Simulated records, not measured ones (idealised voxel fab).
The following is a process module called voxel self aligned vias.
Shown is cross-section cut, with a width of 235 nm and square cells of size 5 nm.
Cross-section spec: square-cell grid; bands listed top down; each band is one or more rows.
The entry gives the band's vertical extent as a top height and a bottom height in nm, then its horizontal make-up as materials from left to right, each with a width in nm. "air" stands for empty space; a single material marked "full width" fills the band edge to edge.
We count height from 0. Below that, the starting wafer is all one material. The lowest band never ends at the bottom but goes on down; see "0 -> down" for how that is written.
Width: "30->40" (first number = top row, second number = bottom row, same change from row to row of cells).
Key: "remained unchanged" - step with no changed cell in the cross-section.
Entry "Enclosed void listing". Content: empty spaces with no open connection to the top, size 8 cells or greater. Each: width x height at distance. Distance: from left edge. Unit: nm.
If you see something after the settings on a step's line, that's the simulator's own remark about that step.
overlay nm: step with mask; distance mask lay right of planned place; negative value = left of planned place.
The steps planned for the process are as follows:
1) RECEIVE, material Si
2) CONFORMAL_DEP, material SiO2, thk nm 10
3) CONFORMAL_DEP, material SiCN, thk nm 5
4) DIRECTIONAL_DEP, material lowk, thk nm 30
5) PATTERN, tone open, mask id LINES, material resist, width nm 25, pitch nm 65, thk nm 15, overlay nm 0
6) DIRECTIONAL_ETCH, etch materials lowk, depth nm 30
7) STRIP, etch materials resist
8) CONFORMAL_DEP, material TiN, thk nm 5
9) FILL_DEP, material Ru, thk nm 5
10) CMP, height nm 45
11) SELECTIVE_ETCH, etch materials W Ru TiN, depth nm 5
12) FILL_DEP, material SiN, thk nm 5
13) CMP, height nm 45
14) DIRECTIONAL_DEP, material lowk, thk nm 20
15) MASKED_ETCH, tone open, mask id VIAS, width nm 35, pitch nm 65, etch materials lowk, depth nm 20, overlay nm 0
16) MASKED_ETCH, tone open, mask id VIAS, width nm 35, pitch nm 65, etch materials SiN, depth nm 5, overlay nm 0
17) CONFORMAL_DEP, material TiN, thk nm 5
18) FILL_DEP, material W, thk nm 10
19) CMP, height nm 65
20) CONFORMAL_DEP, material SiN, thk nm 5
Cross-section: wafer on arrival = after step 1:
0 -> down: Si full width
Enclosed void listing: none
Look at the cross-section after the module: the wafer started out the way shown above and the plan was the one shown above, yet one mistake was made along the way:
70 -> 65: SiN full width
65 -> 45: lowk 35 nm; TiN 5 nm; W 25 nm; TiN 5 nm; lowk 30 nm; TiN 5 nm; W 25 nm; TiN 5 nm; lowk 30 nm; TiN 5 nm; W 25 nm; TiN 5 nm; lowk 35 nm
45 -> 40: SiN 35 nm; TiN 35 nm; SiN 30 nm; TiN 35 nm; SiN 30 nm; TiN 35 nm; SiN 35 nm
40 -> 35: lowk 40 nm; SiN 25 nm; lowk 40 nm; SiN 25 nm; lowk 40 nm; SiN 25 nm; lowk 40 nm
35 -> 20: lowk 40 nm; TiN 5 nm; Ru 15 nm; TiN 5 nm; lowk 40 nm; TiN 5 nm; Ru 15 nm; TiN 5 nm; lowk 40 nm; TiN 5 nm; Ru 15 nm; TiN 5 nm; lowk 40 nm
20 -> 15: lowk 40 nm; TiN 25 nm; lowk 40 nm; TiN 25 nm; lowk 40 nm; TiN 25 nm; lowk 40 nm
15 -> 10: SiCN full width
10 -> 0: SiO2 full width
0 -> down: Si full width
Enclosed void listing: none
Processing error: for step 10, the planned setting was not used; the step was instead run as CMP, height nm 40
